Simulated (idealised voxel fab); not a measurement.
process module | voxel self aligned vias
cross-section cut | 225 nm wide | cells 5 nm
A cross-section is a grid of square cells, given in bands from the top down. A band is one or more rows of cells.
Each band's line starts with the height of the band's top and of its bottom, in nm. Then come its materials from left to right, each with its width in nm. One material with "throughout" fills the band from edge to edge. "air" is empty space.
Height 0 is the level under which the wafer as received is all one material. The lowest band goes on downwards, as in "0 down".
A width such as "30 to 40" changes by the same amount from each row of cells to the next, from the band's top row to its bottom row.
"no change" after a step means that no cell of the cross-section changed.
closed voids: empty space of 8 cells or more with no open way to the top, each as width x height at its distance from the left edge, in nm
after a step's settings: what the simulator itself notes on the step
overlay nm, on a step with a mask: how far to the right of its planned place the mask lay; to the left if negative
plan
1 op RECEIVE | material Si
2 op CONFORMAL_DEP | material SiO2 | thk nm 15
3 op CONFORMAL_DEP | material SiCN | thk nm 5
4 op DIRECTIONAL_DEP | material SiO2 | thk nm 20
5 op DIRECTIONAL_DEP | material aC | thk nm 15
6 op PATTERN | tone open | mask id LINES | material resist | width nm 20 | pitch nm 50 | thk nm 35 | overlay nm 0
7 op DIRECTIONAL_ETCH | etch materials aC | depth nm 15
8 op STRIP | etch materials resist
9 op DIRECTIONAL_ETCH | etch materials SiO2 | depth nm 20
10 op STRIP | etch materials aC
11 op CONFORMAL_DEP | material TiN | thk nm 5
12 op FILL_DEP | material W | thk nm 5
13 op CMP | height nm 40
14 op SELECTIVE_ETCH | etch materials W Ru TiN | depth nm 5
15 op FILL_DEP | material SiN | thk nm 5
16 op CMP | height nm 40
17 op DIRECTIONAL_DEP | material SiO2 | thk nm 15
18 op DIRECTIONAL_DEP | material aC | thk nm 15
19 op PATTERN | tone open | mask id VIAS | material resist | width nm 30 | pitch nm 50 | thk nm 30 | overlay nm 0
20 op DIRECTIONAL_ETCH | etch materials aC | depth nm 15
21 op STRIP | etch materials resist
22 op DIRECTIONAL_ETCH | etch materials SiO2 | depth nm 15
23 op DIRECTIONAL_ETCH | etch materials SiN | depth nm 5
24 op STRIP | etch materials aC
25 op CONFORMAL_DEP | material TiN | thk nm 5
26 op FILL_DEP | material Cu | thk nm 10
27 op CMP | height nm 55
28 op CONFORMAL_DEP | material SiCN | thk nm 5
as received, after step 1
  0 down: Si throughout
  closed voids: none
first wafer at the end, as planned
  60 to 55: SiCN throughout
  55 to 45: SiO2 70 | TiN 5 | Cu 20 | TiN 5 | SiO2 20 | TiN 5 | Cu 20 | TiN 5 | SiO2 75
  45 to 40: SiO2 70 | TiN 10 | Cu 10 | TiN 10 | SiO2 20 | TiN 10 | Cu 10 | TiN 10 | SiO2 75
  40 to 35: SiO2 75 | TiN 20 | SiO2 30 | TiN 20 | SiO2 80
  35 to 25: SiO2 75 | TiN 5 | W 10 | TiN 5 | SiO2 30 | TiN 5 | W 10 | TiN 5 | SiO2 80
  25 to 20: SiO2 75 | TiN 20 | SiO2 30 | TiN 20 | SiO2 80
  20 to 15: SiCN throughout
  15 to 0: SiO2 throughout
  0 down: Si throughout
  closed voids: none
second wafer at the end: like start, like plan, one mistake
  60 to 55: SiCN throughout
  55 to 45: SiO2 70 | TiN 5 | Cu 25 | TiN 5 | SiO2 15 | TiN 5 | Cu 25 | TiN 5 | SiO2 70
  45 to 40: SiO2 70 | TiN 10 | Cu 10 | TiN 15 | SiO2 15 | TiN 10 | Cu 10 | TiN 15 | SiO2 70
  40 to 35: SiO2 75 | TiN 20 | SiO2 30 | TiN 20 | SiO2 80
  35 to 25: SiO2 75 | TiN 5 | W 10 | TiN 5 | SiO2 30 | TiN 5 | W 10 | TiN 5 | SiO2 80
  25 to 20: SiO2 75 | TiN 20 | SiO2 30 | TiN 20 | SiO2 80
  20 to 15: SiCN throughout
  15 to 0: SiO2 throughout
  0 down: Si throughout
  closed voids: none
what went wrong: step 19 ran as: op PATTERN | tone open | mask id VIAS | material resist | width nm 35 | pitch nm 50 | thk nm 30 | overlay nm 0
at the end the second wafer has, in cells: 4 more of Cu | 6 fewer of SiO2 | 2 more of TiN
